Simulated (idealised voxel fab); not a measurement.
process module | voxel spacer lines
Cross-section cut: width 250 nm, square cells of 5 nm.
When this document writes out a cross-section, it uses a grid of square cells and lists it as bands, beginning at the top and moving down, with a band standing for one or more rows of cells.
Per band: top height and bottom height in nm, followed by the left-to-right materials and their widths in nm; "everywhere" marks a single material spanning edge to edge, "blank" marks empty space.
Counting heights begins at 0, where everything beneath is, in the wafer as received, one material. The lowest band has no bottom; it goes on downwards, as "0 down" shows.
You'd read "30..40" like this: the band's top row of cells is as wide as the first number, its bottom row is as wide as the second, and going down, every row changes width by the same amount as the row before did.
The cross-section has no changed cell in any step marked "nothing was modified".
Each empty space that has no open way to the top and spans at least 8 cells appears under "Closed void roster" as width x height at distance, the distance counted from the left edge, all in nm.
On a step's line, text after the settings is the simulator commenting on that step.
Steps that use a mask can have "overlay nm" on their line. It says how far the mask sat to the right of where it was meant to be. Negative means to the left.
[The process steps that were planned are listed below]
1. op RECEIVE | material Si
2. op CONFORMAL_DEP | material Al2O3 | thk nm 10
3. op DIRECTIONAL_DEP | material W | thk nm 10
4. op DIRECTIONAL_DEP | material aC | thk nm 25
5. op PATTERN | tone cover | mask id MANDREL | material resist | width nm 15 | pitch nm 60 | thk nm 30 | overlay nm 0
6. op DIRECTIONAL_ETCH | etch materials aC | depth nm 25
7. op STRIP | etch materials resist
8. op CONFORMAL_DEP | material SiO2 | thk nm 15
9. op DIRECTIONAL_ETCH | etch materials SiO2 | depth nm 15
10. op STRIP | etch materials aC
11. op DIRECTIONAL_ETCH | etch materials W | depth nm 10
12. op STRIP | etch materials SiO2
13. op FILL_DEP | material SiO2 | thk nm 10
14. op CMP | height nm 20
[The first of two wafers, run as planned]
[Cross-section of the wafer upon arrival, representing the state reached after step 1]
* 0 down = Si everywhere
* Closed void roster: none
[Wafer after step 2 (cross-section)]
* 10 to 0 = Al2O3 everywhere
* Everything under 0 stays put, no change at all.
[Wafer after step 3 (cross-section)]
* 20 to 10 = W everywhere
* Everything under 10 stays put, no change at all.
[Wafer after step 4 (cross-section)]
* 45 to 20 = aC everywhere
* Everything under 20 stays put, no change at all.
[Wafer after step 5 (cross-section)]
* 75 to 45 = 85 nm blank, 15 nm resist, 45 nm blank, 15 nm resist, 90 nm blank
* Everything under 45 stays put, no change at all.
[Wafer after step 6 (cross-section)]
* 50 to 45 = 85 nm blank, 15 nm resist, 45 nm blank, 15 nm resist, 90 nm blank
* 45 to 20 = 85 nm blank, 15 nm aC, 45 nm blank, 15 nm aC, 90 nm blank
* Everything under 20 stays put, no change at all.
[Wafer after step 7 (cross-section)]
* 45 to 20 = 85 nm blank, 15 nm aC, 45 nm blank, 15 nm aC, 90 nm blank
* Everything under 20 stays put, no change at all.
[Wafer after step 8 (cross-section)]
* 60 to 45 = 70 nm blank, 45 nm SiO2, 15 nm blank, 45 nm SiO2, 75 nm blank
* 45 to 35 = 70 nm blank, 15 nm SiO2, 15 nm aC, 15 nm SiO2, 15 nm blank, 15 nm SiO2, 15 nm aC, 15 nm SiO2, 75 nm blank
* 35 to 20 = 85 nm SiO2, 15 nm aC, 45 nm SiO2, 15 nm aC, 90 nm SiO2
* Everything under 20 stays put, no change at all.
[Wafer after step 9 (cross-section)]
* 45 to 20 = 70 nm blank, 15 nm SiO2, 15 nm aC, 15 nm SiO2, 15 nm blank, 15 nm SiO2, 15 nm aC, 15 nm SiO2, 75 nm blank
* Everything under 20 stays put, no change at all.
[Wafer after step 10 (cross-section)]
* 45 to 20 = 70 nm blank, 15 nm SiO2, 15 nm blank, 15 nm SiO2, 15 nm blank, 15 nm SiO2, 15 nm blank, 15 nm SiO2, 75 nm blank
* Everything under 20 stays put, no change at all.
[Wafer after step 11 (cross-section)]
* 45 to 20 = 70 nm blank, 15 nm SiO2, 15 nm blank, 15 nm SiO2, 15 nm blank, 15 nm SiO2, 15 nm blank, 15 nm SiO2, 75 nm blank
* 20 to 10 = 70 nm blank, 15 nm W, 15 nm blank, 15 nm W, 15 nm blank, 15 nm W, 15 nm blank, 15 nm W, 75 nm blank
* Everything under 10 stays put, no change at all.
[Wafer after step 12 (cross-section)]
* 20 to 10 = 70 nm blank, 15 nm W, 15 nm blank, 15 nm W, 15 nm blank, 15 nm W, 15 nm blank, 15 nm W, 75 nm blank
* Everything under 10 stays put, no change at all.
[Wafer after step 13 (cross-section)]
* 30 to 20 = SiO2 everywhere
* 20 to 10 = 70 nm SiO2, 15 nm W, 15 nm SiO2, 15 nm W, 15 nm SiO2, 15 nm W, 15 nm SiO2, 15 nm W, 75 nm SiO2
* Everything under 10 stays put, no change at all.
[Wafer after step 14 (cross-section)]
* 20 to 10 = 70 nm SiO2, 15 nm W, 15 nm SiO2, 15 nm W, 15 nm SiO2, 15 nm W, 15 nm SiO2, 15 nm W, 75 nm SiO2
* Everything under 10 stays put, no change at all.
[Now the other wafer: same start, same recipe, but we messed up one thing when running it. Up to and including step 1 it's the same as the first one]
[Second wafer, cut view, end of step 2 per plan]
* 10 to 0 = W everywhere
* Everything under 0 stays put, no change at all.
[Second wafer, cut view, end of step 3 per plan]
* 20 to 0 = W everywhere
* Everything under 0 stays put, no change at all.
[Second wafer, cut view, end of step 4 per plan]
* 45 to 20 = aC everywhere
* Everything under 20 stays put, no change at all.
[Second wafer, cut view, end of step 5 per plan]
* 75 to 45 = 85 nm blank, 15 nm resist, 45 nm blank, 15 nm resist, 90 nm blank
* Everything under 45 stays put, no change at all.
[Second wafer, cut view, end of step 6 per plan]
* 50 to 45 = 85 nm blank, 15 nm resist, 45 nm blank, 15 nm resist, 90 nm blank
* 45 to 20 = 85 nm blank, 15 nm aC, 45 nm blank, 15 nm aC, 90 nm blank
* Everything under 20 stays put, no change at all.
[Second wafer, cut view, end of step 7 per plan]
* 45 to 20 = 85 nm blank, 15 nm aC, 45 nm blank, 15 nm aC, 90 nm blank
* Everything under 20 stays put, no change at all.
[Second wafer, cut view, end of step 8 per plan]
* 60 to 45 = 70 nm blank, 45 nm SiO2, 15 nm blank, 45 nm SiO2, 75 nm blank
* 45 to 35 = 70 nm blank, 15 nm SiO2, 15 nm aC, 15 nm SiO2, 15 nm blank, 15 nm SiO2, 15 nm aC, 15 nm SiO2, 75 nm blank
* 35 to 20 = 85 nm SiO2, 15 nm aC, 45 nm SiO2, 15 nm aC, 90 nm SiO2
* Everything under 20 stays put, no change at all.
[Second wafer, cut view, end of step 9 per plan]
* 45 to 20 = 70 nm blank, 15 nm SiO2, 15 nm aC, 15 nm SiO2, 15 nm blank, 15 nm SiO2, 15 nm aC, 15 nm SiO2, 75 nm blank
* Everything under 20 stays put, no change at all.
[Second wafer, cut view, end of step 10 per plan]
* 45 to 20 = 70 nm blank, 15 nm SiO2, 15 nm blank, 15 nm SiO2, 15 nm blank, 15 nm SiO2, 15 nm blank, 15 nm SiO2, 75 nm blank
* Everything under 20 stays put, no change at all.
[Second wafer, cut view, end of step 11 per plan]
* 45 to 20 = 70 nm blank, 15 nm SiO2, 15 nm blank, 15 nm SiO2, 15 nm blank, 15 nm SiO2, 15 nm blank, 15 nm SiO2, 75 nm blank
* 20 to 10 = 70 nm blank, 15 nm W, 15 nm blank, 15 nm W, 15 nm blank, 15 nm W, 15 nm blank, 15 nm W, 75 nm blank
* Everything under 10 stays put, no change at all.
[Second wafer, cut view, end of step 12 per plan]
* 20 to 10 = 70 nm blank, 15 nm W, 15 nm blank, 15 nm W, 15 nm blank, 15 nm W, 15 nm blank, 15 nm W, 75 nm blank
* Everything under 10 stays put, no change at all.
[Second wafer, cut view, end of step 13 per plan]
* 30 to 20 = SiO2 everywhere
* 20 to 10 = 70 nm SiO2, 15 nm W, 15 nm SiO2, 15 nm W, 15 nm SiO2, 15 nm W, 15 nm SiO2, 15 nm W, 75 nm SiO2
* Everything under 10 stays put, no change at all.
[Second wafer, cut view, end of step 14 per plan]
* 20 to 10 = 70 nm SiO2, 15 nm W, 15 nm SiO2, 15 nm W, 15 nm SiO2, 15 nm W, 15 nm SiO2, 15 nm W, 75 nm SiO2
* Everything under 10 stays put, no change at all.
Want to know what went wrong? step 2 ran as: op CONFORMAL_DEP | material W | thk nm 10
Cell-count delta at end, second wafer over first, by material: Al2O3 -100, W +100
